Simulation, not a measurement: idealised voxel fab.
process module | voxel self aligned contacts
Pictured: cross-section cut, 300 nm wide, on a grid of 5 nm square cells.
A cross-section is a grid of square cells, given in bands from the top down. A band is one or more rows of cells.
What a band's entry tells you: where the top is and where the bottom is, as heights in nm, and after that what lies inside, material by material from left to right, each with its width in nm. Empty space is written as the word "air", and a single material marked with the word "everywhere" occupies the band from edge to edge.
Heads up on the height convention: 0 is the point under which the incoming wafer is all one material, and the lowest band has no bottom, it just keeps going down, like "z 0 and below".
Think of "30..40" as a width that walks from the first number to the second as you go down the band, top row to bottom row, taking equal-sized steps from row to row.
You'll sometimes find "no change" written for a step, and that's the way of saying that nowhere in the cross-section did a cell change during that step.
"Closed void entries" lists enclosed empty spaces (at least 8 cells, no open path upward to the top), each as width x height at distance from the left edge, in nm.
That trailing text on a step's line, after the settings, is the simulator's own remark on the step.
A step line may carry the setting "overlay nm", which, for steps involving a mask, states the distance by which the mask lay to the right of its intended position; negative values denote displacement to the left.
-- This section lists the process steps that were planned
1: RECEIVE (material Si)
2: CONFORMAL_DEP (material SiO2; thk nm 5)
3: DIRECTIONAL_DEP (material polySi; thk nm 20)
4: DIRECTIONAL_DEP (material SiN; thk nm 20)
5: MASKED_ETCH (tone cover; mask id GATE; width nm 35; pitch nm 60; etch materials SiN; depth nm 20; overlay nm 0)
6: MASKED_ETCH (tone cover; mask id GATE; width nm 35; pitch nm 60; etch materials polySi; depth nm 20; overlay nm 0)
7: CONFORMAL_DEP (material SiN; thk nm 5)
8: DIRECTIONAL_ETCH (etch materials SiN; depth nm 5)
9: FILL_DEP (material SiO2; thk nm 15)
10: CMP (height nm 50)
11: PATTERN (tone open; mask id CONTACT; material resist; width nm 45; thk nm 15; overlay nm 0)
12: DIRECTIONAL_ETCH (etch materials SiO2; depth nm 50)
13: STRIP (etch materials resist)
14: CONFORMAL_DEP (material TiN; thk nm 5)
15: FILL_DEP (material W; thk nm 10)
16: CMP (height nm 50)
17: CONFORMAL_DEP (material SiN; thk nm 5)
-- As-received state of the wafer in cross-section, equivalent to post-step 1
z 0 and below | Si everywhere
Closed void entries: none
-- Cross-section: first of two wafers, module finished, run according to plan
z 55 to 50 | SiN everywhere
z 50 to 45 | SiO2: 125, then TiN: 20, then W: 5, then TiN: 20, then SiO2: 130
z 45 to 25 | SiO2: 95, then SiN: 45, then TiN: 5, then W: 5, then TiN: 5, then SiN: 45, then SiO2: 100
z 25 to 5 | SiO2: 95, then SiN: 5, then polySi: 35, then SiN: 5, then TiN: 5, then W: 5, then TiN: 5, then SiN: 5, then polySi: 35, then SiN: 5, then SiO2: 100
z 5 to 0 | SiO2: 140, then TiN: 15, then SiO2: 145
z 0 and below | Si everywhere
Closed void entries: none
-- Wafer two (of two), end-of-module cross-section: start = wafer one, plan = wafer one, one run mistake
z 55 to 50 | SiN everywhere
z 50 to 45 | SiO2: 125, then TiN: 30, then W: 5, then TiN: 10, then SiO2: 130
z 45 to 30 | SiO2: 105, then SiN: 45, then TiN: 5, then W: 5, then TiN: 5, then SiN: 45, then SiO2: 90
z 30 to 25 | SiO2: 105, then SiN: 45, then TiN: 15, then SiN: 45, then SiO2: 90
z 25 to 5 | SiO2: 95, then SiN: 5, then polySi: 45, then SiN: 5, then TiN: 5, then SiN: 5, then polySi: 45, then SiN: 5, then SiO2: 90
z 5 to 0 | SiO2: 150, then TiN: 5, then SiO2: 145
z 0 and below | Si everywhere
Closed void entries: none
It is concluded that the wafer was processed incorrectly with respect to the plan, in that note that step 5 departed from the planned setting and was carried out as MASKED_ETCH (tone cover; mask id GATE; width nm 35; pitch nm 60; etch materials SiN; depth nm 20; overlay nm 10)
At the finish, the second wafer shows more or fewer cells for some materials than the first does: SiO2: 6 fewer, TiN: 5 fewer, W: 5 fewer, polySi: 16 more
